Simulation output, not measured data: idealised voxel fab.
Process module, titled voxel transistor to metal
Shown is cross-section cut, with a width of 285 nm and square cells of size 5 nm.
Cross-section format: a grid of square cells, given as bands from top to bottom; each band is one or more rows of cells.
For a band, the entry starts with two heights in nm, that of the top and then that of the bottom, and carries on with the band's materials in order from left to right, each alongside its width in nm; the word "full width" beside a single material means it fills the band edge to edge, and "air" means empty space.
For the purposes of this specification, 0 denotes the height below which the wafer in its as-received condition is composed wholly of one material, and the lowermost band, lacking a lower limit, extends downward without end, as expressed in "0..down".
Read "30 to 40" as a graded width: first number on top, second number at the bottom, same change between each pair of neighbouring rows.
Key: "everything unchanged" - step with no changed cell in the cross-section.
Basically, "Enclosed empty spaces" tells you about the enclosed voids: empty spaces with no open way to the top, 8 cells or bigger, each written width x height at distance, where distance is from the left edge, all in nm.
Step line, after settings: the simulator's comment on this step.
overlay nm: right-of-plan distance of the mask on a masked step; negative values mean left-of-plan.
Planned process steps
1,RECEIVE | material Si
2,CONFORMAL_DEP | material SiO2 | thk nm 5
3,CONFORMAL_DEP | material SiN | thk nm 10
4,PATTERN | tone cover | mask id ACTIVE | material resist | width nm 105 | pitch nm 135 | thk nm 20 | overlay nm 0
5,DIRECTIONAL_ETCH | etch materials SiN | depth nm 10
6,DIRECTIONAL_ETCH | etch materials SiO2 | depth nm 5
7,DIRECTIONAL_ETCH | etch materials Si | depth nm 35
8,STRIP | etch materials resist
9,OXIDIZE | depth nm 5
10,FILL_DEP | material SiO2 | thk nm 10
11,CMP | height nm 15
12,SELECTIVE_ETCH | etch materials SiO2 | depth nm 10
13,STRIP | etch materials SiN
14,SELECTIVE_ETCH | etch materials SiO2 | depth nm 5
15,OXIDIZE | depth nm 5
16,DIRECTIONAL_DEP | material polySi | thk nm 25
17,DIRECTIONAL_DEP | material SiCN | thk nm 15
18,MASKED_ETCH | tone cover | mask id GATE | width nm 25 | pitch nm 135 | etch materials SiCN | depth nm 25 | overlay nm 0
19,MASKED_ETCH | tone cover | mask id GATE | width nm 25 | pitch nm 135 | etch materials polySi | depth nm 35 | overlay nm 0
20,CONFORMAL_DEP | material SiN | thk nm 5
21,DIRECTIONAL_ETCH | etch materials SiN | depth nm 5
22,DIRECTIONAL_ETCH | etch materials SiO2 | depth nm 5
23,DIRECTIONAL_ETCH | etch materials Si | depth nm 10
24,EPI | material nSi | thk nm 10
25,FILL_DEP | material SiO2 | thk nm 5
26,CMP | height nm 40
27,DIRECTIONAL_DEP | material SiO2 | thk nm 15
28,PATTERN | tone open | mask id CONTACT | material resist | width nm 15 | thk nm 20 | overlay nm 0
29,DIRECTIONAL_ETCH | etch materials SiO2 | depth nm 60
30,STRIP | etch materials resist
31,CONFORMAL_DEP | material TiN | thk nm 5
32,FILL_DEP | material W | thk nm 5
33,CMP | height nm 55
34,CONFORMAL_DEP | material SiCN | thk nm 5
35,DIRECTIONAL_DEP | material lowk | thk nm 25
36,PATTERN | tone open | mask id METAL_1 | material resist | width nm 15 | thk nm 15 | overlay nm 0
37,DIRECTIONAL_ETCH | etch materials lowk | depth nm 25
38,DIRECTIONAL_ETCH | etch materials SiCN | depth nm 5
39,STRIP | etch materials resist
40,CONFORMAL_DEP | material TiN | thk nm 5
41,FILL_DEP | material Ru | thk nm 10
42,CMP | height nm 85
43,CONFORMAL_DEP | material SiCN | thk nm 5
Delivered wafer in cross-section: state after step 1
* 0..down: Si full width
* Enclosed empty spaces: none
Run as planned - first of the two wafers cross-sectioned at the end of the module
* 90..85: SiCN full width
* 85..60: lowk 25 nm  TiN 5 nm  Ru 5 nm  TiN 5 nm  lowk 65 nm  TiN 5 nm  Ru 5 nm  TiN 5 nm  lowk 40 nm  TiN 5 nm  Ru 5 nm  TiN 5 nm  lowk 65 nm  TiN 5 nm  Ru 5 nm  TiN 5 nm  lowk 30 nm
* 60..55: SiCN 25 nm  TiN 15 nm  SiCN 65 nm  TiN 15 nm  SiCN 40 nm  TiN 15 nm  SiCN 65 nm  TiN 15 nm  SiCN 30 nm
* 55..40: SiO2 25 nm  TiN 5 nm  W 5 nm  TiN 5 nm  SiO2 65 nm  TiN 5 nm  W 5 nm  TiN 5 nm  SiO2 40 nm  TiN 5 nm  W 5 nm  TiN 5 nm  SiO2 65 nm  TiN 5 nm  W 5 nm  TiN 5 nm  SiO2 30 nm
* 40..25: SiO2 25 nm  TiN 5 nm  W 5 nm  TiN 5 nm  SiO2 15 nm  SiN 5 nm  SiCN 25 nm  SiN 5 nm  SiO2 15 nm  TiN 5 nm  W 5 nm  TiN 5 nm  SiO2 40 nm  TiN 5 nm  W 5 nm  TiN 5 nm  SiO2 15 nm  SiN 5 nm  SiCN 25 nm  SiN 5 nm  SiO2 15 nm  TiN 5 nm  W 5 nm  TiN 5 nm  SiO2 30 nm
* 25..5: SiO2 25 nm  TiN 5 nm  W 5 nm  TiN 5 nm  SiO2 15 nm  SiN 5 nm  polySi 25 nm  SiN 5 nm  SiO2 15 nm  TiN 5 nm  W 5 nm  TiN 5 nm  SiO2 40 nm  TiN 5 nm  W 5 nm  TiN 5 nm  SiO2 15 nm  SiN 5 nm  polySi 25 nm  SiN 5 nm  SiO2 15 nm  TiN 5 nm  W 5 nm  TiN 5 nm  SiO2 30 nm
* 5..0: SiO2 25 nm  TiN 5 nm  W 5 nm  TiN 5 nm  SiO2 5 nm  nSi 10 nm  SiN 5 nm  polySi 25 nm  SiN 5 nm  nSi 10 nm  SiO2 5 nm  TiN 5 nm  W 5 nm  TiN 5 nm  SiO2 40 nm  TiN 5 nm  W 5 nm  TiN 5 nm  SiO2 5 nm  nSi 10 nm  SiN 5 nm  polySi 25 nm  SiN 5 nm  nSi 10 nm  SiO2 5 nm  TiN 5 nm  W 5 nm  TiN 5 nm  SiO2 30 nm
* 0..-5: SiO2 25 nm  TiN 15 nm  SiO2 5 nm  nSi 10 nm  SiO2 35 nm  nSi 10 nm  SiO2 5 nm  TiN 15 nm  SiO2 40 nm  TiN 15 nm  SiO2 5 nm  nSi 10 nm  SiO2 35 nm  nSi 10 nm  SiO2 5 nm  TiN 15 nm  SiO2 30 nm
* -5..-15: SiO2 25 nm  nSi 30 nm  Si 35 nm  nSi 30 nm  SiO2 40 nm  nSi 30 nm  Si 35 nm  nSi 30 nm  SiO2 30 nm
* -15..-40: SiO2 25 nm  Si 95 nm  SiO2 40 nm  Si 95 nm  SiO2 30 nm
* -40..down: Si full width
* Enclosed empty spaces: none
Module end: cross-section of wafer two of two. Same start and process plan as the first wafer. One mistake during execution
* 90..85: SiCN full width
* 85..60: lowk 25 nm  TiN 5 nm  Ru 5 nm  TiN 5 nm  lowk 65 nm  TiN 5 nm  Ru 5 nm  TiN 5 nm  lowk 40 nm  TiN 5 nm  Ru 5 nm  TiN 5 nm  lowk 65 nm  TiN 5 nm  Ru 5 nm  TiN 5 nm  lowk 30 nm
* 60..55: SiCN 25 nm  TiN 15 nm  SiCN 65 nm  TiN 15 nm  SiCN 40 nm  TiN 15 nm  SiCN 65 nm  TiN 15 nm  SiCN 30 nm
* 55..40: SiO2 25 nm  TiN 5 nm  W 5 nm  TiN 5 nm  SiO2 65 nm  TiN 5 nm  W 5 nm  TiN 5 nm  SiO2 40 nm  TiN 5 nm  W 5 nm  TiN 5 nm  SiO2 65 nm  TiN 5 nm  W 5 nm  TiN 5 nm  SiO2 30 nm
* 40..25: SiO2 25 nm  TiN 5 nm  W 5 nm  TiN 5 nm  SiO2 15 nm  SiN 5 nm  SiCN 25 nm  SiN 5 nm  SiO2 15 nm  TiN 5 nm  W 5 nm  TiN 5 nm  SiO2 40 nm  TiN 5 nm  W 5 nm  TiN 5 nm  SiO2 15 nm  SiN 5 nm  SiCN 25 nm  SiN 5 nm  SiO2 15 nm  TiN 5 nm  W 5 nm  TiN 5 nm  SiO2 30 nm
* 25..15: SiO2 25 nm  TiN 5 nm  W 5 nm  TiN 5 nm  SiO2 15 nm  SiN 5 nm  polySi 25 nm  SiN 5 nm  SiO2 15 nm  TiN 5 nm  W 5 nm  TiN 5 nm  SiO2 40 nm  TiN 5 nm  W 5 nm  TiN 5 nm  SiO2 15 nm  SiN 5 nm  polySi 25 nm  SiN 5 nm  SiO2 15 nm  TiN 5 nm  W 5 nm  TiN 5 nm  SiO2 30 nm
* 15..10: SiO2 25 nm  TiN 15 nm  SiO2 15 nm  SiN 5 nm  polySi 25 nm  SiN 5 nm  SiO2 15 nm  TiN 15 nm  SiO2 40 nm  TiN 15 nm  SiO2 15 nm  SiN 5 nm  polySi 25 nm  SiN 5 nm  SiO2 15 nm  TiN 15 nm  SiO2 30 nm
* 10..5: SiO2 55 nm  SiN 5 nm  polySi 25 nm  SiN 5 nm  SiO2 100 nm  SiN 5 nm  polySi 25 nm  SiN 5 nm  SiO2 60 nm
* 5..0: SiO2 45 nm  nSi 10 nm  SiN 5 nm  polySi 25 nm  SiN 5 nm  nSi 10 nm  SiO2 80 nm  nSi 10 nm  SiN 5 nm  polySi 25 nm  SiN 5 nm  nSi 10 nm  SiO2 50 nm
* 0..-5: SiO2 45 nm  nSi 10 nm  SiO2 35 nm  nSi 10 nm  SiO2 80 nm  nSi 10 nm  SiO2 35 nm  nSi 10 nm  SiO2 50 nm
* -5..-15: SiO2 25 nm  nSi 30 nm  Si 35 nm  nSi 30 nm  SiO2 40 nm  nSi 30 nm  Si 35 nm  nSi 30 nm  SiO2 30 nm
* -15..-40: SiO2 25 nm  Si 95 nm  SiO2 40 nm  Si 95 nm  SiO2 30 nm
* -40..down: Si full width
* Enclosed empty spaces: none
Here's what went sideways: step 27 of the plan saw execution twice
End of process, cell counts, second wafer against first, materials with more or fewer: SiO2 +36; TiN -24; W -12
